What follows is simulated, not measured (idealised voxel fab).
The document below concerns the process module designated voxel capacitor over wiring.
Cross-sectional view cut (width: 285 nm; square cell size: 5 nm).
If you're reading a cross-section in this doc, picture square cells in a grid; it comes to you as bands, top ones listed first down to the bottom, and a band can be one or more rows of cells. It is stipulated that each band's entry specify, in nanometres, the height of the top of the band and then that of its bottom, followed by the materials of the band in left-to-right sequence, each together with its width in nanometres. A single material marked by the word "full width" is understood to fill the band from edge to edge; the word "blank" is understood to denote empty space. Height datum 0, below which the as-received substrate wafer is one material. Lowest band open at the bottom, running downward: "z 0 and below". Per-row width for "30->40": begins at first number (top row of band), ends at second number (bottom row), increment between rows held constant. Basically "changes: none" means that step didn't change any cell in the cross-section. If an empty space has no open way to the top and is at least 8 cells in size, "Closed void register" lists it, written width x height at distance, where distance is measured from the left edge and every value is in nm. Anything after a step's settings on that line? It's the simulator's own note about the step. "overlay nm" on a masked step: distance the mask lay right of its planned place, negative for left.
Planned step list for the process
- 1: RECEIVE [material Si]
- 2: CONFORMAL_DEP [material SiO2] [thk nm 15]
- 3: DIRECTIONAL_DEP [material TiN] [thk nm 5]
- 4: DIRECTIONAL_DEP [material Ru] [thk nm 20]
- 5: PATTERN [tone cover] [mask id METAL_1] [material resist] [width nm 30] [pitch nm 100] [thk nm 20] [overlay nm 0]
- 6: DIRECTIONAL_ETCH [etch materials Ru] [depth nm 20]
- 7: DIRECTIONAL_ETCH [etch materials TiN] [depth nm 5]
- 8: STRIP [etch materials resist]
- 9: FILL_DEP [material SiO2] [thk nm 10]
- 10: CMP [height nm 40]
- 11: CONFORMAL_DEP [material SiCN] [thk nm 5]
- 12: DIRECTIONAL_DEP [material lowk] [thk nm 15]
- 13: DIRECTIONAL_DEP [material aC] [thk nm 15]
- 14: PATTERN [tone open] [mask id PLUG_1] [material resist] [width nm 15] [thk nm 30] [overlay nm 0]
- 15: DIRECTIONAL_ETCH [etch materials aC] [depth nm 15]
- 16: STRIP [etch materials resist]
- 17: DIRECTIONAL_ETCH [etch materials lowk] [depth nm 15]
- 18: DIRECTIONAL_ETCH [etch materials SiCN] [depth nm 5]
- 19: STRIP [etch materials aC]
- 20: EPI [material Ru] [thk nm 10]
- 21: EPI [material Ru] [thk nm 10]
- 22: DIRECTIONAL_DEP [material TiN] [thk nm 10]
- 23: DIRECTIONAL_DEP [material Al2O3] [thk nm 5]
- 24: DIRECTIONAL_DEP [material TiN] [thk nm 5]
- 25: PATTERN [tone cover] [mask id UPPER_PLATE] [material resist] [width nm 75] [thk nm 15] [overlay nm 0]
- 26: DIRECTIONAL_ETCH [etch materials TiN] [depth nm 5]
- 27: DIRECTIONAL_ETCH [etch materials Al2O3] [depth nm 5]
- 28: STRIP [etch materials resist]
- 29: MASKED_ETCH [tone cover] [mask id LOWER_PLATE] [width nm 85] [etch materials TiN] [depth nm 10] [overlay nm 0]
- 30: FILL_DEP [material SiO2] [thk nm 20]
- 31: CMP [height nm 95]
- 32: MASKED_ETCH [tone open] [mask id PLUG_2] [width nm 15] [etch materials SiO2] [depth nm 15] [overlay nm 0]
- 33: CONFORMAL_DEP [material TiN] [thk nm 5]
- 34: FILL_DEP [material Ru] [thk nm 10]
- 35: CMP [height nm 95]
- 36: CONFORMAL_DEP [material SiN] [thk nm 5]
Cross-section of the wafer upon arrival, representing the state reached after step 1
  z 0 and below | Si full width
  Closed void register: none
first wafer at the end, as planned
  z 100 to 95 | SiN full width
  z 95 to 85 | 100 of SiO2 / 5 of TiN / 5 of Ru / 5 of TiN / 170 of SiO2
  z 85 to 75 | 100->90 of SiO2 / 15->75 of TiN / 170->120 of SiO2
  z 75 to 70 | 90 of SiO2 / 75 of Al2O3 / 120 of SiO2
  z 70 to 60 | 85 of SiO2 / 85 of TiN / 115 of SiO2
  z 60 to 45 | 90 of lowk / 15 of Ru / 180 of lowk
  z 45 to 40 | 90 of SiCN / 15 of Ru / 180 of SiCN
  z 40 to 20 | 75 of SiO2 / 30 of Ru / 70 of SiO2 / 30 of Ru / 80 of SiO2
  z 20 to 15 | 75 of SiO2 / 30 of TiN / 70 of SiO2 / 30 of TiN / 80 of SiO2
  z 15 to 0 | SiO2 full width
  z 0 and below | Si full width
  Closed void register: none
Wafer two, end of module, cross-section. Same start, same plan as wafer one. One mistake in the run
  z 100 to 95 | SiN full width
  z 95 to 85 | 100 of SiO2 / 5 of TiN / 5 of Ru / 5 of TiN / 170 of SiO2
  z 85 to 75 | 100->105 of SiO2 / 15->60 of TiN / 170->120 of SiO2
  z 75 to 70 | 105 of SiO2 / 60 of Al2O3 / 120 of SiO2
  z 70 to 60 | 85 of SiO2 / 5 of TiN / 15 of SiO2 / 65 of TiN / 115 of SiO2
  z 60 to 55 | 90 of lowk / 15 of TiN / 180 of lowk
  z 55 to 50 | 90 of lowk / 15 of Al2O3 / 180 of lowk
  z 50 to 45 | 90 of lowk / 15 of TiN / 180 of lowk
  z 45 to 40 | 90 of SiCN / 15 of TiN / 180 of SiCN
  z 40 to 20 | Al2O3 full width
  z 20 to 15 | TiN full width
  z 15 to 0 | SiO2 full width
  z 0 and below | Si full width
  Closed void register: none
Error vs. plan: step 4 ran with different settings than intended, the actual operation and settings being DIRECTIONAL_DEP [material Al2O3] [thk nm 20]
The final cell counts differ between the wafers, with the second having more or fewer of some materials than the first: Al2O3 +228; Ru -60; SiO2 -213; TiN +45
